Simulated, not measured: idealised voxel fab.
This is a process module. Its name is voxel self aligned vias.
The figure presents cross-section cut, which has a width of 205 nm and is divided into square cells with an edge length of 5 nm.
Cross-section, as written here: a square-cell grid given band by band from the top down, where a band holds one or more rows of cells.
It is stipulated that each band's entry specify, in nanometres, the height of the top of the band and then that of its bottom, followed by the materials of the band in left-to-right sequence, each together with its width in nanometres. A single material marked by the word "all across" is understood to fill the band from edge to edge; the word "air" is understood to denote empty space.
Beneath 0, the wafer as received is one material, and that level is where height counting begins. The lowest band goes on downward without a bottom; it is written like "0 down".
The two numbers in a width such as "30..40" mark its ends across the band: the first belongs to the top row of cells, the second to the bottom row, and from each row to the next the width moves by the same amount.
For the purposes of this document, the phrase "remained the same" attached to a step denotes that no cell within the cross-section was modified by that step.
Closed-off voids of 8+ cells (no open route to the top) go in "Entrapped void list", written width x height at distance from the left edge, in nm.
On a step's line, text after the settings is the simulator commenting on that step.
overlay nm: on a step with a mask, how far right of its planned place the mask lay; negative means left.

List of planned process steps
1) RECEIVE | material Si
2) CONFORMAL_DEP | material SiO2 | thk nm 10
3) CONFORMAL_DEP | material SiCN | thk nm 5
4) DIRECTIONAL_DEP | material lowk | thk nm 30
5) MASKED_ETCH | tone open | mask id LINES | width nm 20 | pitch nm 65 | etch materials lowk | depth nm 30 | overlay nm 0
6) CONFORMAL_DEP | material TiN | thk nm 5
7) FILL_DEP | material W | thk nm 5
8) CMP | height nm 45
9) SELECTIVE_ETCH | etch materials W Ru TiN | depth nm 5
10) FILL_DEP | material SiN | thk nm 5
11) CMP | height nm 45
12) DIRECTIONAL_DEP | material lowk | thk nm 15
13) PATTERN | tone open | mask id VIAS | material resist | width nm 40 | pitch nm 65 | thk nm 20 | overlay nm 0
14) DIRECTIONAL_ETCH | etch materials lowk | depth nm 15
15) DIRECTIONAL_ETCH | etch materials SiN | depth nm 5
16) STRIP | etch materials resist
17) CONFORMAL_DEP | material TiN | thk nm 5
18) FILL_DEP | material Cu | thk nm 10
19) CMP | height nm 60
20) CONFORMAL_DEP | material SiCN | thk nm 5

First of two wafers, processed according to plan

As-received wafer cross-section (after step 1)
- 0 down: Si all across
- Entrapped void list: none

How the wafer stands in section after step 2
- 10 to 0: SiO2 all across
- below 0: unchanged

How the wafer stands in section after step 3
- 15 to 10: SiCN all across
- below 10: unchanged

How the wafer stands in section after step 4
- 45 to 15: lowk all across
- below 15: unchanged

How the wafer stands in section after step 5
- 45 to 15: lowk 25 / air 20 / lowk 45 / air 20 / lowk 45 / air 20 / lowk 30
- below 15: unchanged

How the wafer stands in section after step 6
- 50 to 45: TiN 30 / air 10 / TiN 55 / air 10 / TiN 55 / air 10 / TiN 35
- 45 to 20: lowk 25 / TiN 5 / air 10 / TiN 5 / lowk 45 / TiN 5 / air 10 / TiN 5 / lowk 45 / TiN 5 / air 10 / TiN 5 / lowk 30
- 20 to 15: lowk 25 / TiN 20 / lowk 45 / TiN 20 / lowk 45 / TiN 20 / lowk 30
- below 15: unchanged

How the wafer stands in section after step 7
- 55 to 50: W all across
- 50 to 45: TiN 30 / W 10 / TiN 55 / W 10 / TiN 55 / W 10 / TiN 35
- 45 to 20: lowk 25 / TiN 5 / W 10 / TiN 5 / lowk 45 / TiN 5 / W 10 / TiN 5 / lowk 45 / TiN 5 / W 10 / TiN 5 / lowk 30
- below 20: unchanged

How the wafer stands in section after step 8
- 45 to 20: lowk 25 / TiN 5 / W 10 / TiN 5 / lowk 45 / TiN 5 / W 10 / TiN 5 / lowk 45 / TiN 5 / W 10 / TiN 5 / lowk 30
- below 20: unchanged

How the wafer stands in section after step 9
- 45 to 40: lowk 25 / air 20 / lowk 45 / air 20 / lowk 45 / air 20 / lowk 30
- below 40: unchanged

How the wafer stands in section after step 10
- 50 to 45: SiN all across
- 45 to 40: lowk 25 / SiN 20 / lowk 45 / SiN 20 / lowk 45 / SiN 20 / lowk 30
- below 40: unchanged

How the wafer stands in section after step 11
- 45 to 40: lowk 25 / SiN 20 / lowk 45 / SiN 20 / lowk 45 / SiN 20 / lowk 30
- below 40: unchanged

How the wafer stands in section after step 12
- 60 to 45: lowk all across
- below 45: unchanged

How the wafer stands in section after step 13
- 80 to 60: resist 15 / air 40 / resist 25 / air 40 / resist 25 / air 40 / resist 20
- below 60: unchanged

How the wafer stands in section after step 14
- 80 to 60: resist 15 / air 40 / resist 25 / air 40 / resist 25 / air 40 / resist 20
- 60 to 45: lowk 15 / air 40 / lowk 25 / air 40 / lowk 25 / air 40 / lowk 20
- below 45: unchanged

How the wafer stands in section after step 15
- 80 to 60: resist 15 / air 40 / resist 25 / air 40 / resist 25 / air 40 / resist 20
- 60 to 45: lowk 15 / air 40 / lowk 25 / air 40 / lowk 25 / air 40 / lowk 20
- 45 to 40: lowk 25 / air 20 / lowk 45 / air 20 / lowk 45 / air 20 / lowk 30
- below 40: unchanged

How the wafer stands in section after step 16
- 60 to 45: lowk 15 / air 40 / lowk 25 / air 40 / lowk 25 / air 40 / lowk 20
- below 45: unchanged

How the wafer stands in section after step 17
- 65 to 60: TiN 20 / air 30 / TiN 35 / air 30 / TiN 35 / air 30 / TiN 25
- 60 to 50: lowk 15 / TiN 5 / air 30 / TiN 5 / lowk 25 / TiN 5 / air 30 / TiN 5 / lowk 25 / TiN 5 / air 30 / TiN 5 / lowk 20
- 50 to 45: lowk 15 / TiN 15 / air 10 / TiN 15 / lowk 25 / TiN 15 / air 10 / TiN 15 / lowk 25 / TiN 15 / air 10 / TiN 15 / lowk 20
- 45 to 40: lowk 25 / TiN 20 / lowk 45 / TiN 20 / lowk 45 / TiN 20 / lowk 30
- below 40: unchanged

How the wafer stands in section after step 18
- 75 to 65: Cu all across
- 65 to 60: TiN 20 / Cu 30 / TiN 35 / Cu 30 / TiN 35 / Cu 30 / TiN 25
- 60 to 50: lowk 15 / TiN 5 / Cu 30 / TiN 5 / lowk 25 / TiN 5 / Cu 30 / TiN 5 / lowk 25 / TiN 5 / Cu 30 / TiN 5 / lowk 20
- 50 to 45: lowk 15 / TiN 15 / Cu 10 / TiN 15 / lowk 25 / TiN 15 / Cu 10 / TiN 15 / lowk 25 / TiN 15 / Cu 10 / TiN 15 / lowk 20
- below 45: unchanged

How the wafer stands in section after step 19
- 60 to 50: lowk 15 / TiN 5 / Cu 30 / TiN 5 / lowk 25 / TiN 5 / Cu 30 / TiN 5 / lowk 25 / TiN 5 / Cu 30 / TiN 5 / lowk 20
- below 50: unchanged

How the wafer stands in section after step 20
- 65 to 60: SiCN all across
- below 60: unchanged

Regarding the second of the two wafers: it shared the first wafer's starting condition and process plan, yet one error occurred during its execution. Its history coincides with that of the first wafer up to and including step 13

Second wafer shown in cross-section at the time step 14 was slated to end
- 80 to 60: resist 15 / air 40 / resist 25 / air 40 / resist 25 / air 40 / resist 20
- 60 to 45: lowk 15 / air 40 / lowk 25 / air 40 / lowk 25 / air 40 / lowk 20
- 45 to 40: lowk 15 / air 10 / SiN 20 / air 10 / lowk 25 / air 10 / SiN 20 / air 10 / lowk 25 / air 10 / SiN 20 / air 10 / lowk 20
- 40 to 30: lowk 15 / air 10 / TiN 5 / W 10 / TiN 5 / air 10 / lowk 25 / air 10 / TiN 5 / W 10 / TiN 5 / air 10 / lowk 25 / air 10 / TiN 5 / W 10 / TiN 5 / air 10 / lowk 20
- below 30: unchanged

Second wafer shown in cross-section at the time step 15 was slated to end
- 80 to 60: resist 15 / air 40 / resist 25 / air 40 / resist 25 / air 40 / resist 20
- 60 to 40: lowk 15 / air 40 / lowk 25 / air 40 / lowk 25 / air 40 / lowk 20
- below 40: unchanged

Second wafer shown in cross-section at the time step 16 was slated to end
- 60 to 40: lowk 15 / air 40 / lowk 25 / air 40 / lowk 25 / air 40 / lowk 20
- below 40: unchanged

Second wafer shown in cross-section at the time step 17 was slated to end
- 65 to 60: TiN 20 / air 30 / TiN 35 / air 30 / TiN 35 / air 30 / TiN 25
- 60 to 45: lowk 15 / TiN 5 / air 30 / TiN 5 / lowk 25 / TiN 5 / air 30 / TiN 5 / lowk 25 / TiN 5 / air 30 / TiN 5 / lowk 20
- 45 to 40: lowk 15 / TiN 40 / lowk 25 / TiN 40 / lowk 25 / TiN 40 / lowk 20
- 40 to 30: lowk 15 / TiN 15 / W 10 / TiN 15 / lowk 25 / TiN 15 / W 10 / TiN 15 / lowk 25 / TiN 15 / W 10 / TiN 15 / lowk 20
- below 30: unchanged

Second wafer shown in cross-section at the time step 18 was slated to end
- 75 to 65: Cu all across
- 65 to 60: TiN 20 / Cu 30 / TiN 35 / Cu 30 / TiN 35 / Cu 30 / TiN 25
- 60 to 45: lowk 15 / TiN 5 / Cu 30 / TiN 5 / lowk 25 / TiN 5 / Cu 30 / TiN 5 / lowk 25 / TiN 5 / Cu 30 / TiN 5 / lowk 20
- below 45: unchanged

Second wafer shown in cross-section at the time step 19 was slated to end
- 60 to 45: lowk 15 / TiN 5 / Cu 30 / TiN 5 / lowk 25 / TiN 5 / Cu 30 / TiN 5 / lowk 25 / TiN 5 / Cu 30 / TiN 5 / lowk 20
- below 45: unchanged

Second wafer shown in cross-section at the time step 20 was slated to end
- 65 to 60: SiCN all across
- below 60: unchanged
Run error: regarding the plan, step 14 was run twice
Count the cells at the end and the second wafer has more or fewer of some materials than the first: Cu +12, TiN +24, lowk -36
